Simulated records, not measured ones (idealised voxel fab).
Documented hereafter: the process module known as voxel self aligned vias.
Square cells of 5 nm make up the cross-section cut, whose width is 255 nm.
In this document a cross-section is written as a grid of square cells. It is given as a series of bands, listed from the top down, and a band is one or more rows of cells.
This entry defines a band. It first specifies the height of the band's top and the height of its bottom in nm, and then specifies the band's materials from left to right, stating each material with its width in nm. The word "throughout" identifies a single material that fills the band from edge to edge, while the word "empty" identifies empty space.
Height 0 is the level under which the wafer as received is all one material. The lowest band goes on downwards, as in "0 nm and below".
You'd read "30..40" like this: the band's top row of cells is as wide as the first number, its bottom row is as wide as the second, and going down, every row changes width by the same amount as the row before did.
Basically "nothing changed" means that step didn't change any cell in the cross-section.
Basically, "Sealed voids" tells you about the enclosed voids: empty spaces with no open way to the top, 8 cells or bigger, each written width x height at distance, where distance is from the left edge, all in nm.
after a step's settings: what the simulator itself notes on the step
If you see "overlay nm" on a step's line and that step has a mask, it's telling you how far right of where it was planned the mask ended up; a negative number means it went left instead.

## Set out below are the planned steps of the process
1) RECEIVE, material Si
2) CONFORMAL_DEP, material SiO2, thk nm 10
3) CONFORMAL_DEP, material SiCN, thk nm 5
4) DIRECTIONAL_DEP, material SiO2, thk nm 20
5) DIRECTIONAL_DEP, material aC, thk nm 15
6) PATTERN, tone open, mask id LINES, material resist, width nm 30, pitch nm 55, thk nm 35, overlay nm 0
7) DIRECTIONAL_ETCH, etch materials aC, depth nm 15
8) STRIP, etch materials resist
9) DIRECTIONAL_ETCH, etch materials SiO2, depth nm 20
10) STRIP, etch materials aC
11) CONFORMAL_DEP, material TiN, thk nm 5
12) FILL_DEP, material Ru, thk nm 5
13) CMP, height nm 35
14) SELECTIVE_ETCH, etch materials W Ru TiN, depth nm 5
15) FILL_DEP, material SiN, thk nm 10
16) CMP, height nm 35
17) DIRECTIONAL_DEP, material SiO2, thk nm 20
18) PATTERN, tone open, mask id VIAS, material resist, width nm 40, pitch nm 110, thk nm 20, overlay nm 0
19) DIRECTIONAL_ETCH, etch materials SiO2, depth nm 20
20) DIRECTIONAL_ETCH, etch materials SiN, depth nm 5
21) STRIP, etch materials resist
22) CONFORMAL_DEP, material TiN, thk nm 5
23) FILL_DEP, material W, thk nm 5
24) CMP, height nm 55
25) CONFORMAL_DEP, material SiCN, thk nm 5

## The following pertains to the first of two wafers, which was processed as planned

## The cross-section here shows the wafer as received, i.e. in its state after step 1
0 nm and below  Si throughout
Sealed voids: none

## Cross-section of the wafer subsequent to step 2
10 nm to 0 nm  SiO2 throughout
Heights below 0 show no change.

## Cross-section of the wafer subsequent to step 3
15 nm to 10 nm  SiCN throughout
Heights below 10 show no change.

## Cross-section of the wafer subsequent to step 4
35 nm to 15 nm  SiO2 throughout
Heights below 15 show no change.

## Cross-section of the wafer subsequent to step 5
50 nm to 35 nm  aC throughout
Heights below 35 show no change.

## Cross-section of the wafer subsequent to step 6
85 nm to 50 nm  resist 55  empty 30  resist 25  empty 30  resist 25  empty 30  resist 60
Heights below 50 show no change.

## Cross-section of the wafer subsequent to step 7
70 nm to 50 nm  resist 55  empty 30  resist 25  empty 30  resist 25  empty 30  resist 60
50 nm to 35 nm  aC 55  empty 30  aC 25  empty 30  aC 25  empty 30  aC 60
Heights below 35 show no change.

## Cross-section of the wafer subsequent to step 8
50 nm to 35 nm  aC 55  empty 30  aC 25  empty 30  aC 25  empty 30  aC 60
Heights below 35 show no change.

## Cross-section of the wafer subsequent to step 9
50 nm to 35 nm  aC 55  empty 30  aC 25  empty 30  aC 25  empty 30  aC 60
35 nm to 15 nm  SiO2 55  empty 30  SiO2 25  empty 30  SiO2 25  empty 30  SiO2 60
Heights below 15 show no change.

## Cross-section of the wafer subsequent to step 10
35 nm to 15 nm  SiO2 55  empty 30  SiO2 25  empty 30  SiO2 25  empty 30  SiO2 60
Heights below 15 show no change.

## Cross-section of the wafer subsequent to step 11
40 nm to 35 nm  TiN 60  empty 20  TiN 35  empty 20  TiN 35  empty 20  TiN 65
35 nm to 20 nm  SiO2 55  TiN 5  empty 20  TiN 5  SiO2 25  TiN 5  empty 20  TiN 5  SiO2 25  TiN 5  empty 20  TiN 5  SiO2 60
20 nm to 15 nm  SiO2 55  TiN 30  SiO2 25  TiN 30  SiO2 25  TiN 30  SiO2 60
Heights below 15 show no change.

## Cross-section of the wafer subsequent to step 12
45 nm to 40 nm  Ru throughout
40 nm to 35 nm  TiN 60  Ru 20  TiN 35  Ru 20  TiN 35  Ru 20  TiN 65
35 nm to 20 nm  SiO2 55  TiN 5  Ru 20  TiN 5  SiO2 25  TiN 5  Ru 20  TiN 5  SiO2 25  TiN 5  Ru 20  TiN 5  SiO2 60
Heights below 20 show no change.

## Cross-section of the wafer subsequent to step 13
35 nm to 20 nm  SiO2 55  TiN 5  Ru 20  TiN 5  SiO2 25  TiN 5  Ru 20  TiN 5  SiO2 25  TiN 5  Ru 20  TiN 5  SiO2 60
Heights below 20 show no change.

## Cross-section of the wafer subsequent to step 14
35 nm to 30 nm  SiO2 55  empty 30  SiO2 25  empty 30  SiO2 25  empty 30  SiO2 60
Heights below 30 show no change.

## Cross-section of the wafer subsequent to step 15
45 nm to 35 nm  SiN throughout
35 nm to 30 nm  SiO2 55  SiN 30  SiO2 25  SiN 30  SiO2 25  SiN 30  SiO2 60
Heights below 30 show no change.

## Cross-section of the wafer subsequent to step 16
35 nm to 30 nm  SiO2 55  SiN 30  SiO2 25  SiN 30  SiO2 25  SiN 30  SiO2 60
Heights below 30 show no change.

## Cross-section of the wafer subsequent to step 17
55 nm to 35 nm  SiO2 throughout
Heights below 35 show no change.

## Cross-section of the wafer subsequent to step 18
75 nm to 55 nm  resist 50  empty 40  resist 70  empty 40  resist 55
Heights below 55 show no change.

## Cross-section of the wafer subsequent to step 19
75 nm to 55 nm  resist 50  empty 40  resist 70  empty 40  resist 55
55 nm to 35 nm  SiO2 50  empty 40  SiO2 70  empty 40  SiO2 55
Heights below 35 show no change.

## Cross-section of the wafer subsequent to step 20
75 nm to 55 nm  resist 50  empty 40  resist 70  empty 40  resist 55
55 nm to 35 nm  SiO2 50  empty 40  SiO2 70  empty 40  SiO2 55
35 nm to 30 nm  SiO2 55  empty 30  SiO2 25  SiN 30  SiO2 25  empty 30  SiO2 60
Heights below 30 show no change.

## Cross-section of the wafer subsequent to step 21
55 nm to 35 nm  SiO2 50  empty 40  SiO2 70  empty 40  SiO2 55
Heights below 35 show no change.

## Cross-section of the wafer subsequent to step 22
60 nm to 55 nm  TiN 55  empty 30  TiN 80  empty 30  TiN 60
55 nm to 40 nm  SiO2 50  TiN 5  empty 30  TiN 5  SiO2 70  TiN 5  empty 30  TiN 5  SiO2 55
40 nm to 35 nm  SiO2 50  TiN 10  empty 20  TiN 10  SiO2 70  TiN 10  empty 20  TiN 10  SiO2 55
35 nm to 30 nm  SiO2 55  TiN 30  SiO2 25  SiN 30  SiO2 25  TiN 30  SiO2 60
Heights below 30 show no change.

## Cross-section of the wafer subsequent to step 23
65 nm to 60 nm  W throughout
60 nm to 55 nm  TiN 55  W 30  TiN 80  W 30  TiN 60
55 nm to 40 nm  SiO2 50  TiN 5  W 30  TiN 5  SiO2 70  TiN 5  W 30  TiN 5  SiO2 55
40 nm to 35 nm  SiO2 50  TiN 10  W 20  TiN 10  SiO2 70  TiN 10  W 20  TiN 10  SiO2 55
Heights below 35 show no change.

## Cross-section of the wafer subsequent to step 24
55 nm to 40 nm  SiO2 50  TiN 5  W 30  TiN 5  SiO2 70  TiN 5  W 30  TiN 5  SiO2 55
Heights below 40 show no change.

## Cross-section of the wafer subsequent to step 25
60 nm to 55 nm  SiCN throughout
Heights below 55 show no change.

## It is to be noted that the second wafer proceeded from the same initial state and according to the same plan as the first, although one mistake was committed in its execution; through step 5, inclusive, the two wafers share an identical history

## Second wafer, cut view, end of step 6 per plan
85 nm to 50 nm  resist 45  empty 30  resist 25  empty 30  resist 25  empty 30  resist 70
Heights below 50 show no change.

## Second wafer, cut view, end of step 7 per plan
70 nm to 50 nm  resist 45  empty 30  resist 25  empty 30  resist 25  empty 30  resist 70
50 nm to 35 nm  aC 45  empty 30  aC 25  empty 30  aC 25  empty 30  aC 70
Heights below 35 show no change.

## Second wafer, cut view, end of step 8 per plan
50 nm to 35 nm  aC 45  empty 30  aC 25  empty 30  aC 25  empty 30  aC 70
Heights below 35 show no change.

## Second wafer, cut view, end of step 9 per plan
50 nm to 35 nm  aC 45  empty 30  aC 25  empty 30  aC 25  empty 30  aC 70
35 nm to 15 nm  SiO2 45  empty 30  SiO2 25  empty 30  SiO2 25  empty 30  SiO2 70
Heights below 15 show no change.

## Second wafer, cut view, end of step 10 per plan
35 nm to 15 nm  SiO2 45  empty 30  SiO2 25  empty 30  SiO2 25  empty 30  SiO2 70
Heights below 15 show no change.

## Second wafer, cut view, end of step 11 per plan
40 nm to 35 nm  TiN 50  empty 20  TiN 35  empty 20  TiN 35  empty 20  TiN 75
35 nm to 20 nm  SiO2 45  TiN 5  empty 20  TiN 5  SiO2 25  TiN 5  empty 20  TiN 5  SiO2 25  TiN 5  empty 20  TiN 5  SiO2 70
20 nm to 15 nm  SiO2 45  TiN 30  SiO2 25  TiN 30  SiO2 25  TiN 30  SiO2 70
Heights below 15 show no change.

## Second wafer, cut view, end of step 12 per plan
45 nm to 40 nm  Ru throughout
40 nm to 35 nm  TiN 50  Ru 20  TiN 35  Ru 20  TiN 35  Ru 20  TiN 75
35 nm to 20 nm  SiO2 45  TiN 5  Ru 20  TiN 5  SiO2 25  TiN 5  Ru 20  TiN 5  SiO2 25  TiN 5  Ru 20  TiN 5  SiO2 70
Heights below 20 show no change.

## Second wafer, cut view, end of step 13 per plan
35 nm to 20 nm  SiO2 45  TiN 5  Ru 20  TiN 5  SiO2 25  TiN 5  Ru 20  TiN 5  SiO2 25  TiN 5  Ru 20  TiN 5  SiO2 70
Heights below 20 show no change.

## Second wafer, cut view, end of step 14 per plan
35 nm to 30 nm  SiO2 45  empty 30  SiO2 25  empty 30  SiO2 25  empty 30  SiO2 70
Heights below 30 show no change.

## Second wafer, cut view, end of step 15 per plan
45 nm to 35 nm  SiN throughout
35 nm to 30 nm  SiO2 45  SiN 30  SiO2 25  SiN 30  SiO2 25  SiN 30  SiO2 70
Heights below 30 show no change.

## Second wafer, cut view, end of step 16 per plan
35 nm to 30 nm  SiO2 45  SiN 30  SiO2 25  SiN 30  SiO2 25  SiN 30  SiO2 70
Heights below 30 show no change.

## Second wafer, cut view, end of step 17 per plan
55 nm to 35 nm  SiO2 throughout
Heights below 35 show no change.

## Second wafer, cut view, end of step 18 per plan
75 nm to 55 nm  resist 50  empty 40  resist 70  empty 40  resist 55
Heights below 55 show no change.

## Second wafer, cut view, end of step 19 per plan
75 nm to 55 nm  resist 50  empty 40  resist 70  empty 40  resist 55
55 nm to 35 nm  SiO2 50  empty 40  SiO2 70  empty 40  SiO2 55
Heights below 35 show no change.

## Second wafer, cut view, end of step 20 per plan
75 nm to 55 nm  resist 50  empty 40  resist 70  empty 40  resist 55
55 nm to 35 nm  SiO2 50  empty 40  SiO2 70  empty 40  SiO2 55
35 nm to 30 nm  SiO2 45  SiN 5  empty 25  SiO2 25  SiN 30  SiO2 25  SiN 5  empty 25  SiO2 70
Heights below 30 show no change.

## Second wafer, cut view, end of step 21 per plan
55 nm to 35 nm  SiO2 50  empty 40  SiO2 70  empty 40  SiO2 55
Heights below 35 show no change.

## Second wafer, cut view, end of step 22 per plan
60 nm to 55 nm  TiN 55  empty 30  TiN 80  empty 30  TiN 60
55 nm to 40 nm  SiO2 50  TiN 5  empty 30  TiN 5  SiO2 70  TiN 5  empty 30  TiN 5  SiO2 55
40 nm to 35 nm  SiO2 50  TiN 5  empty 15  TiN 20  SiO2 70  TiN 5  empty 15  TiN 20  SiO2 55
35 nm to 30 nm  SiO2 45  SiN 5  TiN 25  SiO2 25  SiN 30  SiO2 25  SiN 5  TiN 25  SiO2 70
Heights below 30 show no change.

## Second wafer, cut view, end of step 23 per plan
65 nm to 60 nm  W throughout
60 nm to 55 nm  TiN 55  W 30  TiN 80  W 30  TiN 60
55 nm to 40 nm  SiO2 50  TiN 5  W 30  TiN 5  SiO2 70  TiN 5  W 30  TiN 5  SiO2 55
40 nm to 35 nm  SiO2 50  TiN 5  W 15  TiN 20  SiO2 70  TiN 5  W 15  TiN 20  SiO2 55
Heights below 35 show no change.

## Second wafer, cut view, end of step 24 per plan
55 nm to 40 nm  SiO2 50  TiN 5  W 30  TiN 5  SiO2 70  TiN 5  W 30  TiN 5  SiO2 55
Heights below 40 show no change.

## Second wafer, cut view, end of step 25 per plan
60 nm to 55 nm  SiCN throughout
Heights below 55 show no change.
Plan not followed: in deviation from the planned setting, step 6 was conducted as PATTERN, tone open, mask id LINES, material resist, width nm 30, pitch nm 55, thk nm 35, overlay nm -10
Bottom line after processing is that, in cells, the second wafer is up or down on some materials versus the first: +2 SiN | -2 W
